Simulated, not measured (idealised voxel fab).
Process module under the name voxel spacer lines
We display cut, a cross-section 260 nm in width whose square cells are each 5 nm.
Think of the cross-section as a grid of square cells. We describe it in bands, top to bottom, and each band covers one or more rows of those cells. First you get the band's top height and its bottom height, in nm, and then the materials it's made of, left to right, with each width in nm. If you see a single material with "throughout", that one covers the band edge to edge. "blank" is empty space. A quick word on heights: they are counted from 0, and under that level the wafer as it came to us is one material throughout. The lowest band is different from the rest in having no bottom; it simply continues downward, written as in "0..down". So if you see something like "30..40" for the width, read it as the top row of the band sitting at the first number and the bottom row at the second, with every row in between moving by the same amount as the last. "remained the same" after a step means that no cell of the cross-section changed. In "Sealed-off cavities" the enclosed voids are listed, meaning empty spaces of 8 cells or larger without any opening to the top. The form is width x height at distance, distance from the left edge, units nm. If you see something after the settings on a step's line, that's the simulator's own remark about that step. If you see "overlay nm" on a step's line and that step has a mask, it's telling you how far right of where it was planned the mask ended up; a negative number means it went left instead.

LIST OF PLANNED PROCESS STEPS
step 1: RECEIVE with material Si
step 2: CONFORMAL_DEP with material Al2O3, thk nm 10
step 3: DIRECTIONAL_DEP with material W, thk nm 10
step 4: DIRECTIONAL_DEP with material aC, thk nm 30
step 5: PATTERN with tone cover, mask id MANDREL, material resist, width nm 20, pitch nm 60, thk nm 40, overlay nm 0
step 6: DIRECTIONAL_ETCH with etch materials aC, depth nm 30
step 7: STRIP with etch materials resist
step 8: CONFORMAL_DEP with material SiO2, thk nm 10
step 9: DIRECTIONAL_ETCH with etch materials SiO2, depth nm 10
step 10: STRIP with etch materials aC
step 11: DIRECTIONAL_ETCH with etch materials W, depth nm 10
step 12: STRIP with etch materials SiO2
step 13: FILL_DEP with material lowk, thk nm 5
step 14: CMP with height nm 20

FIRST OF TWO WAFERS, WITH THE RUN CARRIED OUT AS PLANNED

THIS IS THE CROSS-SECTION OF THE WAFER AS WE RECEIVED IT, I.E. AFTER STEP 1
- 0..down  Si throughout
- Sealed-off cavities: none

UPON COMPLETION OF STEP 2, THE WAFER APPEARS IN CROSS-SECTION AS SHOWN
- 10..0  Al2O3 throughout
- At heights below 0, the structure remains unaltered.

UPON COMPLETION OF STEP 3, THE WAFER APPEARS IN CROSS-SECTION AS SHOWN
- 20..10  W throughout
- At heights below 10, the structure remains unaltered.

UPON COMPLETION OF STEP 4, THE WAFER APPEARS IN CROSS-SECTION AS SHOWN
- 50..20  aC throughout
- At heights below 20, the structure remains unaltered.

UPON COMPLETION OF STEP 5, THE WAFER APPEARS IN CROSS-SECTION AS SHOWN
- 90..50  60 blank  20 resist  40 blank  20 resist  40 blank  20 resist  60 blank
- At heights below 50, the structure remains unaltered.

UPON COMPLETION OF STEP 6, THE WAFER APPEARS IN CROSS-SECTION AS SHOWN
- 60..50  60 blank  20 resist  40 blank  20 resist  40 blank  20 resist  60 blank
- 50..20  60 blank  20 aC  40 blank  20 aC  40 blank  20 aC  60 blank
- At heights below 20, the structure remains unaltered.

UPON COMPLETION OF STEP 7, THE WAFER APPEARS IN CROSS-SECTION AS SHOWN
- 50..20  60 blank  20 aC  40 blank  20 aC  40 blank  20 aC  60 blank
- At heights below 20, the structure remains unaltered.

UPON COMPLETION OF STEP 8, THE WAFER APPEARS IN CROSS-SECTION AS SHOWN
- 60..50  50 blank  40 SiO2  20 blank  40 SiO2  20 blank  40 SiO2  50 blank
- 50..30  50 blank  10 SiO2  20 aC  10 SiO2  20 blank  10 SiO2  20 aC  10 SiO2  20 blank  10 SiO2  20 aC  10 SiO2  50 blank
- 30..20  60 SiO2  20 aC  40 SiO2  20 aC  40 SiO2  20 aC  60 SiO2
- At heights below 20, the structure remains unaltered.

UPON COMPLETION OF STEP 9, THE WAFER APPEARS IN CROSS-SECTION AS SHOWN
- 50..20  50 blank  10 SiO2  20 aC  10 SiO2  20 blank  10 SiO2  20 aC  10 SiO2  20 blank  10 SiO2  20 aC  10 SiO2  50 blank
- At heights below 20, the structure remains unaltered.

UPON COMPLETION OF STEP 10, THE WAFER APPEARS IN CROSS-SECTION AS SHOWN
- 50..20  50 blank  10 SiO2  20 blank  10 SiO2  20 blank  10 SiO2  20 blank  10 SiO2  20 blank  10 SiO2  20 blank  10 SiO2  50 blank
- At heights below 20, the structure remains unaltered.

UPON COMPLETION OF STEP 11, THE WAFER APPEARS IN CROSS-SECTION AS SHOWN
- 50..20  50 blank  10 SiO2  20 blank  10 SiO2  20 blank  10 SiO2  20 blank  10 SiO2  20 blank  10 SiO2  20 blank  10 SiO2  50 blank
- 20..10  50 blank  10 W  20 blank  10 W  20 blank  10 W  20 blank  10 W  20 blank  10 W  20 blank  10 W  50 blank
- At heights below 10, the structure remains unaltered.

UPON COMPLETION OF STEP 12, THE WAFER APPEARS IN CROSS-SECTION AS SHOWN
- 20..10  50 blank  10 W  20 blank  10 W  20 blank  10 W  20 blank  10 W  20 blank  10 W  20 blank  10 W  50 blank
- At heights below 10, the structure remains unaltered.

UPON COMPLETION OF STEP 13, THE WAFER APPEARS IN CROSS-SECTION AS SHOWN
- 25..20  lowk throughout
- 20..10  50 lowk  10 W  20 lowk  10 W  20 lowk  10 W  20 lowk  10 W  20 lowk  10 W  20 lowk  10 W  50 lowk
- At heights below 10, the structure remains unaltered.

UPON COMPLETION OF STEP 14, THE WAFER APPEARS IN CROSS-SECTION AS SHOWN
- 20..10  50 lowk  10 W  20 lowk  10 W  20 lowk  10 W  20 lowk  10 W  20 lowk  10 W  20 lowk  10 W  50 lowk
- At heights below 10, the structure remains unaltered.

SECOND WAFER: LIKE START, LIKE PLAN, ONE MISTAKE. THROUGH STEP 11 IT MATCHES THE FIRST WAFER

Second wafer, cut view, end of step 12 per plan: remained the same

SECOND WAFER, CUT VIEW, END OF STEP 13 PER PLAN
- 55..50  lowk throughout
- 50..20  50 lowk  10 SiO2  20 lowk  10 SiO2  20 lowk  10 SiO2  20 lowk  10 SiO2  20 lowk  10 SiO2  20 lowk  10 SiO2  50 lowk
- 20..10  50 lowk  10 W  20 lowk  10 W  20 lowk  10 W  20 lowk  10 W  20 lowk  10 W  20 lowk  10 W  50 lowk
- At heights below 10, the structure remains unaltered.

SECOND WAFER, CUT VIEW, END OF STEP 14 PER PLAN
- 20..10  50 lowk  10 W  20 lowk  10 W  20 lowk  10 W  20 lowk  10 W  20 lowk  10 W  20 lowk  10 W  50 lowk
- At heights below 10, the structure remains unaltered.
The mistake made against the process plan was this: heads up, step 12 of the plan was skipped and never actually ran
Same final cross-section on the two wafers, so the model's numbers don't move because of the mistake.
